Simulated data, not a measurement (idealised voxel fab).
Process module heading - voxel lift off
For reference, the cross-section in this document is cut, with width 270 nm and square cells of 5 nm.
Format of a cross-section: grid, square cells. Given as bands. Order: top down. Band: one or more rows of cells. Each band's line starts with the height of the band's top and of its bottom, in nm. Then come its materials from left to right, each with its width in nm. One material with "everywhere" fills the band from edge to edge. "blank" is empty space. Ref level 0: as-received wafer is one material below here. Bottom band extends down with no lower bound ("z 0 and below"). The two numbers in a width such as "30 to 40" mark its ends across the band: the first belongs to the top row of cells, the second to the bottom row, and from each row to the next the width moves by the same amount. Any step labelled "nothing altered" changed none of the cells in the cross-section. Heads up: "Enclosed void entries" only lists the empty pockets with no open path to the top that are 8 cells or more, and it writes them as width x height at distance, distance from the left edge, in nm. It should be noted that, on the line of a given step, the content following the step's settings is a remark produced by the simulator itself with respect to that step. The "overlay nm" setting may appear on a step's line; for a step that uses a mask, it gives how far to the right of its planned position the mask lay, and a negative value indicates the left.
So here's the lineup of process steps we planned:
1 op RECEIVE | material Si
2 op CONFORMAL_DEP | material SiN | thk nm 5
3 op PATTERN | tone open | mask id LINES | material resist | width nm 15 | pitch nm 45 | thk nm 20 | overlay nm 0
4 op DIRECTIONAL_DEP | material Ru | thk nm 10
5 op STRIP | etch materials resist
6 op CONFORMAL_DEP | material SiCN | thk nm 10
Account of the first of two wafers, which was processed as intended:
This is the cross-section of the wafer as we received it, i.e. after step 1:
- z 0 and below | Si everywhere
- Enclosed void entries: none
So this is the wafer cross-section right after step 2:
- z 5 to 0 | SiN everywhere
- Rest of section, below 0: as before.
So this is the wafer cross-section right after step 3:
- z 25 to 5 | 60 of resist; 15 of blank; 30 of resist; 15 of blank; 30 of resist; 15 of blank; 30 of resist; 15 of blank; 60 of resist
- Rest of section, below 5: as before.
So this is the wafer cross-section right after step 4:
- z 35 to 25 | 60 of Ru; 15 of blank; 30 of Ru; 15 of blank; 30 of Ru; 15 of blank; 30 of Ru; 15 of blank; 60 of Ru
- z 25 to 15 | 60 of resist; 15 of blank; 30 of resist; 15 of blank; 30 of resist; 15 of blank; 30 of resist; 15 of blank; 60 of resist
- z 15 to 5 | 60 of resist; 15 of Ru; 30 of resist; 15 of Ru; 30 of resist; 15 of Ru; 30 of resist; 15 of Ru; 60 of resist
- Rest of section, below 5: as before.
So this is the wafer cross-section right after step 5:
- z 15 to 5 | 60 of blank; 15 of Ru; 30 of blank; 15 of Ru; 30 of blank; 15 of Ru; 30 of blank; 15 of Ru; 60 of blank
- Rest of section, below 5: as before.
So this is the wafer cross-section right after step 6:
- z 25 to 15 | 50 of blank; 35 of SiCN; 10 of blank; 35 of SiCN; 10 of blank; 35 of SiCN; 10 of blank; 35 of SiCN; 50 of blank
- z 15 to 5 | 60 of SiCN; 15 of Ru; 30 of SiCN; 15 of Ru; 30 of SiCN; 15 of Ru; 30 of SiCN; 15 of Ru; 60 of SiCN
- Rest of section, below 5: as before.
Second wafer. Start and plan as for the first. One mistake made in running. Agrees with the first up to and including step 2:
Here is the second wafer in cross-section at the point where step 3 of the plan should have been done:
- z 25 to 5 | 60 of blank; 15 of resist; 30 of blank; 15 of resist; 30 of blank; 15 of resist; 30 of blank; 15 of resist; 60 of blank
- Rest of section, below 5: as before.
Here is the second wafer in cross-section at the point where step 4 of the plan should have been done:
- z 35 to 25 | 60 of blank; 15 of Ru; 30 of blank; 15 of Ru; 30 of blank; 15 of Ru; 30 of blank; 15 of Ru; 60 of blank
- z 25 to 15 | 60 of blank; 15 of resist; 30 of blank; 15 of resist; 30 of blank; 15 of resist; 30 of blank; 15 of resist; 60 of blank
- z 15 to 5 | 60 of Ru; 15 of resist; 30 of Ru; 15 of resist; 30 of Ru; 15 of resist; 30 of Ru; 15 of resist; 60 of Ru
- Rest of section, below 5: as before.
Here is the second wafer in cross-section at the point where step 5 of the plan should have been done:
- z 15 to 5 | 60 of Ru; 15 of blank; 30 of Ru; 15 of blank; 30 of Ru; 15 of blank; 30 of Ru; 15 of blank; 60 of Ru
- Rest of section, below 5: as before.
Here is the second wafer in cross-section at the point where step 6 of the plan should have been done:
- z 25 to 15 | SiCN everywhere
- z 15 to 5 | 60 of Ru; 15 of SiCN; 30 of Ru; 15 of SiCN; 30 of Ru; 15 of SiCN; 30 of Ru; 15 of SiCN; 60 of Ru
- Rest of section, below 5: as before.
It is concluded that the wafer was processed incorrectly with respect to the plan, in that heads up, step 3 didn't go per plan, it actually ran as op PATTERN | tone cover | mask id LINES | material resist | width nm 15 | pitch nm 45 | thk nm 20 | overlay nm 0
Bottom line after processing is that, in cells, the second wafer is up or down on some materials versus the first: 60 more of Ru; 8 fewer of SiCN
